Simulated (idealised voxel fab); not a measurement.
process module | voxel air gaps
For reference, the cross-section in this document is cut, with width 270 nm and square cells of 5 nm.
If you're reading a cross-section in this doc, picture square cells in a grid; it comes to you as bands, top ones listed first down to the bottom, and a band can be one or more rows of cells. Within each band entry, the heights of the top and of the bottom of the band appear first, in that order and in nm; the materials of the band then follow from left to right, each with its corresponding width in nm. The designation "everywhere" on a single material indicates that it fills the band from edge to edge; the designation "air" indicates empty space. Heights are measured from 0, the level below which the as-received wafer is all one material; the lowest band has no bottom and continues downward, written as in "0 and below". The notation "30->40" denotes a width that varies across the rows of cells in the band, beginning at the first number in the top row, finishing at the second number in the bottom row, and changing by an identical amount from each row to the next. Key: "left unchanged" - step with no changed cell in the cross-section. Heads up: "Completely sealed voids" only lists the empty pockets with no open path to the top that are 8 cells or more, and it writes them as width x height at distance, distance from the left edge, in nm. Heads up: the bit after the settings on a step's line is the simulator's remark on that step. For masked steps, "overlay nm" on the step line gives how far right of plan the mask actually lay; a minus sign means it lay to the left.
**This section lists the process steps that were planned**
1. RECEIVE,material Si
2. CONFORMAL_DEP,material SiO2,thk nm 15
3. CONFORMAL_DEP,material SiCN,thk nm 5
4. DIRECTIONAL_DEP,material lowk,thk nm 30
5. PATTERN,tone open,mask id LINES,material resist,width nm 25,pitch nm 50,thk nm 15,overlay nm -15
6. DIRECTIONAL_ETCH,etch materials lowk,depth nm 30
7. STRIP,etch materials resist
8. CONFORMAL_DEP,material TiN,thk nm 5
9. FILL_DEP,material W,thk nm 5
10. CMP,height nm 50
11. EPI,material Ru,thk nm 10
12. SELECTIVE_ETCH,etch materials lowk,depth nm 40
13. CONFORMAL_DEP,material SiCN,thk nm 5
For this document, wafers share an identical start and vary in the step 5 overlay nm; the plan quotes the first wafer's value.
**Cross-section of the first of several wafers on receipt, reflecting completion of step 1**
0 and below: Si everywhere
Completely sealed voids: none
**Each row below is a wafer at the end of the module, listing for every material the number of cells it has gained (+) or lost (-) since it was received, followed by its closed voids**
overlay nm -15, +54 Ru, +172 SiCN, +162 SiO2, +45 TiN, +45 W, Completely sealed voids: 15 x 20 at 85; 15 x 20 at 135
overlay nm -10, +54 Ru, +172 SiCN, +162 SiO2, +45 TiN, +45 W, Completely sealed voids: 15 x 20 at 90; 15 x 20 at 140
overlay nm -5, +54 Ru, +172 SiCN, +162 SiO2, +45 TiN, +45 W, Completely sealed voids: 15 x 20 at 95; 15 x 20 at 145
overlay nm 0, +54 Ru, +172 SiCN, +162 SiO2, +45 TiN, +45 W, Completely sealed voids: 15 x 20 at 100; 15 x 20 at 150
overlay nm 5, +54 Ru, +172 SiCN, +162 SiO2, +45 TiN, +45 W, Completely sealed voids: 15 x 20 at 105; 15 x 20 at 155
overlay nm 10, +54 Ru, +172 SiCN, +162 SiO2, +45 TiN, +45 W, Completely sealed voids: 15 x 20 at 110; 15 x 20 at 160
overlay nm 15, +54 Ru, +172 SiCN, +162 SiO2, +45 TiN, +45 W, Completely sealed voids: 15 x 20 at 115; 15 x 20 at 165
